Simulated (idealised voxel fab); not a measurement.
process module | voxel ribs on slabs
cross-section cut | 275 nm wide | cells 5 nm
A cross-section is a grid of square cells, given in bands from the top down. A band is one or more rows of cells.
Each band's line starts with the height of the band's top and of its bottom, in nm. Then come its materials from left to right, each with its width in nm. One material with "throughout" fills the band from edge to edge. "air" is empty space.
Height 0 is the level under which the wafer as received is all one material. The lowest band goes on downwards, as in "0 down".
A width such as "30 to 40" changes by the same amount from each row of cells to the next, from the band's top row to its bottom row.
"no change" after a step means that no cell of the cross-section changed.
closed voids: empty space of 8 cells or more with no open way to the top, each as width x height at its distance from the left edge, in nm
after a step's settings: what the simulator itself notes on the step
overlay nm, on a step with a mask: how far to the right of its planned place the mask lay; to the left if negative
plan
1 op RECEIVE | material Si
2 op DIRECTIONAL_DEP | material SiO2 | thk nm 30
3 op DIRECTIONAL_DEP | material polySi | thk nm 25
4 op MASKED_ETCH | tone cover | mask id RIB | width nm 15 | etch materials polySi | depth nm 15 | overlay nm 0
5 op PATTERN | tone cover | mask id SLAB | material resist | width nm 75 | thk nm 15 | overlay nm 0
6 op DIRECTIONAL_ETCH | etch materials polySi | depth nm 10
7 op STRIP | etch materials resist
8 op FILL_DEP | material SiO2 | thk nm 25
9 op CMP | height nm 75
10 op DIRECTIONAL_DEP | material W | thk nm 5
11 op DIRECTIONAL_DEP | material aC | thk nm 15
12 op PATTERN | tone cover | mask id HEATER | material resist | width nm 25 | thk nm 30 | overlay nm 0
13 op DIRECTIONAL_ETCH | etch materials aC | depth nm 15
14 op STRIP | etch materials resist
15 op DIRECTIONAL_ETCH | etch materials W | depth nm 5
16 op STRIP | etch materials aC
17 op CONFORMAL_DEP | material SiO2 | thk nm 10
as received, after step 1
  0 down: Si throughout
  closed voids: none
first wafer at the end, as planned
  90 to 85: air 115 | SiO2 45 | air 115
  85 to 80: SiO2 throughout
  80 to 75: SiO2 125 | W 25 | SiO2 125
  75 to 55: SiO2 throughout
  55 to 40: SiO2 130 | polySi 15 | SiO2 130
  40 to 30: SiO2 100 | polySi 75 | SiO2 100
  30 to 0: SiO2 throughout
  0 down: Si throughout
  closed voids: none
second wafer at the end: like start, like plan, one mistake
  85 to 80: air 120 | SiO2 35 | air 120
  80 to 75: SiO2 125 | W 25 | SiO2 125
  75 to 55: SiO2 throughout
  55 to 40: SiO2 130 | polySi 15 | SiO2 130
  40 to 30: SiO2 100 | polySi 75 | SiO2 100
  30 to 0: SiO2 throughout
  0 down: Si throughout
  closed voids: none
what went wrong: step 17 ran as: op CONFORMAL_DEP | material SiO2 | thk nm 5
at the end the second wafer has, in cells: 57 fewer of SiO2
